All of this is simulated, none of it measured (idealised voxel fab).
process module | voxel wiring stack
cross-section cut | 140 nm wide | cells 5 nm
A cross-section is a grid of square cells, given in bands from the top down. A band is one or more rows of cells.
Each band's line starts with the height of the band's top and of its bottom, in nm. Then come its materials from left to right, each with its width in nm. One material with "throughout" fills the band from edge to edge. "air" is empty space.
Height 0 is the level under which the wafer as received is all one material. The lowest band goes on downwards, as in "0 down".
A width such as "30 to 40" changes by the same amount from each row of cells to the next, from the band's top row to its bottom row.
"no change" after a step means that no cell of the cross-section changed.
closed voids: empty space of 8 cells or more with no open way to the top, each as width x height at its distance from the left edge, in nm
after a step's settings: what the simulator itself notes on the step
overlay nm, on a step with a mask: how far to the right of its planned place the mask lay; to the left if negative
plan
1 op RECEIVE | material Si
2 op CONFORMAL_DEP | material SiO2 | thk nm 10
3 op CONFORMAL_DEP | material SiCN | thk nm 5
4 op DIRECTIONAL_DEP | material SiO2 | thk nm 25
5 op MASKED_ETCH | tone open | mask id METAL_1 | width nm 20 | pitch nm 35 | etch materials SiO2 | depth nm 25 | overlay nm 0
6 op MASKED_ETCH | tone open | mask id METAL_1 | width nm 20 | pitch nm 35 | etch materials SiCN | depth nm 5 | overlay nm 0
7 op CONFORMAL_DEP | material TiN | thk nm 5
8 op FILL_DEP | material W | thk nm 10
9 op CMP | height nm 40
10 op EPI | material Ru | thk nm 5
11 op FILL_DEP | material SiCN | thk nm 5
12 op DIRECTIONAL_DEP | material lowk | thk nm 10
13 op PATTERN | tone open | mask id PLUG_1 | material resist | width nm 15 | pitch nm 70 | thk nm 20 | overlay nm 0
14 op DIRECTIONAL_ETCH | etch materials lowk | depth nm 10
15 op DIRECTIONAL_ETCH | etch materials SiCN | depth nm 5
16 op STRIP | etch materials resist
17 op CONFORMAL_DEP | material TiN | thk nm 5
18 op FILL_DEP | material W | thk nm 5
19 op CMP | height nm 60
20 op DIRECTIONAL_DEP | material TiN | thk nm 5
21 op DIRECTIONAL_DEP | material Ru | thk nm 20
22 op MASKED_ETCH | tone cover | mask id METAL_2 | width nm 20 | pitch nm 35 | etch materials Ru | depth nm 20 | overlay nm 0
23 op MASKED_ETCH | tone cover | mask id METAL_2 | width nm 20 | pitch nm 35 | etch materials TiN | depth nm 5 | overlay nm 0
24 op CONFORMAL_DEP | material SiN | thk nm 5
25 op FILL_DEP | material lowk | thk nm 10
26 op CMP | height nm 85
27 op CONFORMAL_DEP | material SiCN | thk nm 5
28 op DIRECTIONAL_DEP | material SiO2 | thk nm 35
29 op PATTERN | tone open | mask id METAL_3 | material resist | width nm 20 | pitch nm 35 | thk nm 15 | overlay nm 0
30 op DIRECTIONAL_ETCH | etch materials SiO2 | depth nm 20
31 op STRIP | etch materials resist
32 op PATTERN | tone open | mask id METAL_3_HOLES | material resist | width nm 15 | pitch nm 35 | thk nm 15 | overlay nm 0
33 op DIRECTIONAL_ETCH | etch materials SiO2 | depth nm 15
34 op DIRECTIONAL_ETCH | etch materials SiCN | depth nm 5
35 op STRIP | etch materials resist
36 op CONFORMAL_DEP | material TiN | thk nm 5
37 op FILL_DEP | material Cu | thk nm 10
38 op CMP | height nm 125
39 op CONFORMAL_DEP | material SiN | thk nm 5
as received, after step 1
  0 down: Si throughout
  closed voids: none
first wafer at the end, as planned
  130 to 125: SiN throughout
  125 to 110: SiO2 25 | TiN 5 | Cu 10 | TiN 5 | SiO2 15 | TiN 5 | Cu 10 | TiN 5 | SiO2 15 | TiN 5 | Cu 10 | TiN 5 | SiO2 25
  110 to 105: SiO2 25 | TiN 5 | Cu 5 | TiN 10 | SiO2 15 | TiN 5 | Cu 5 | TiN 10 | SiO2 15 | TiN 5 | Cu 5 | TiN 10 | SiO2 25
  105 to 90: SiO2 25 | TiN 5 | Cu 5 | TiN 5 | SiO2 20 | TiN 5 | Cu 5 | TiN 5 | SiO2 20 | TiN 5 | Cu 5 | TiN 5 | SiO2 30
  90 to 85: SiCN 25 | TiN 15 | SiCN 20 | TiN 15 | SiCN 20 | TiN 15 | SiCN 30
  85 to 65: lowk 20 | SiN 5 | Ru 20 | SiN 5 | lowk 5 | SiN 5 | Ru 20 | SiN 5 | lowk 5 | SiN 5 | Ru 20 | SiN 5 | lowk 20
  65 to 60: SiN 25 | TiN 20 | SiN 15 | TiN 20 | SiN 15 | TiN 20 | SiN 25
  60 to 50: lowk 25 | TiN 5 | W 5 | TiN 5 | lowk 55 | TiN 5 | W 5 | TiN 5 | lowk 30
  50 to 45: SiCN 25 | TiN 15 | SiCN 55 | TiN 15 | SiCN 30
  45 to 40: SiCN 20 | Ru 30 | SiCN 5 | Ru 30 | SiCN 5 | Ru 30 | SiCN 20
  40 to 15: SiO2 25 | TiN 5 | W 10 | TiN 5 | SiO2 15 | TiN 5 | W 10 | TiN 5 | SiO2 15 | TiN 5 | W 10 | TiN 5 | SiO2 25
  15 to 10: SiCN 25 | TiN 20 | SiCN 15 | TiN 20 | SiCN 15 | TiN 20 | SiCN 25
  10 to 0: SiO2 throughout
  0 down: Si throughout
  closed voids: none
second wafer at the end: like start, like plan, one mistake
  130 to 125: SiN throughout
  125 to 110: SiO2 25 | TiN 5 | Cu 10 | TiN 5 | SiO2 15 | TiN 5 | Cu 10 | TiN 5 | SiO2 15 | TiN 5 | Cu 10 | TiN 5 | SiO2 25
  110 to 105: SiO2 25 | TiN 5 | Cu 5 | TiN 10 | SiO2 15 | TiN 5 | Cu 5 | TiN 10 | SiO2 15 | TiN 5 | Cu 5 | TiN 10 | SiO2 25
  105 to 90: SiO2 25 | TiN 5 | Cu 5 | TiN 5 | SiO2 20 | TiN 5 | Cu 5 | TiN 5 | SiO2 20 | TiN 5 | Cu 5 | TiN 5 | SiO2 30
  90 to 85: SiCN 25 | TiN 15 | SiCN 20 | TiN 15 | SiCN 20 | TiN 15 | SiCN 30
  85 to 70: lowk 10 | SiN 5 | Ru 20 | SiN 5 | lowk 5 | SiN 5 | Ru 20 | SiN 5 | lowk 5 | SiN 5 | Ru 20 | SiN 5 | lowk 30
  70 to 65: lowk 10 | SiN 5 | Ru 20 | SiN 15 | Ru 20 | SiN 15 | Ru 20 | SiN 15 | lowk 20
  65 to 60: SiN 15 | TiN 30 | SiN 5 | TiN 30 | SiN 5 | TiN 30 | SiN 25
  60 to 50: lowk 25 | TiN 5 | W 5 | TiN 5 | lowk 55 | TiN 5 | W 5 | TiN 5 | lowk 30
  50 to 45: SiCN 25 | TiN 15 | SiCN 55 | TiN 15 | SiCN 30
  45 to 40: SiCN 20 | Ru 30 | SiCN 5 | Ru 30 | SiCN 5 | Ru 30 | SiCN 20
  40 to 15: SiO2 25 | TiN 5 | W 10 | TiN 5 | SiO2 15 | TiN 5 | W 10 | TiN 5 | SiO2 15 | TiN 5 | W 10 | TiN 5 | SiO2 25
  15 to 10: SiCN 25 | TiN 20 | SiCN 15 | TiN 20 | SiCN 15 | TiN 20 | SiCN 25
  10 to 0: SiO2 throughout
  0 down: Si throughout
  closed voids: none
what went wrong: step 22 ran as: op MASKED_ETCH | tone cover | mask id METAL_2 | width nm 20 | pitch nm 35 | etch materials Ru | depth nm 20 | overlay nm -10
at the end the second wafer has, in cells: 2 fewer of SiN | 6 more of TiN | 4 fewer of lowk
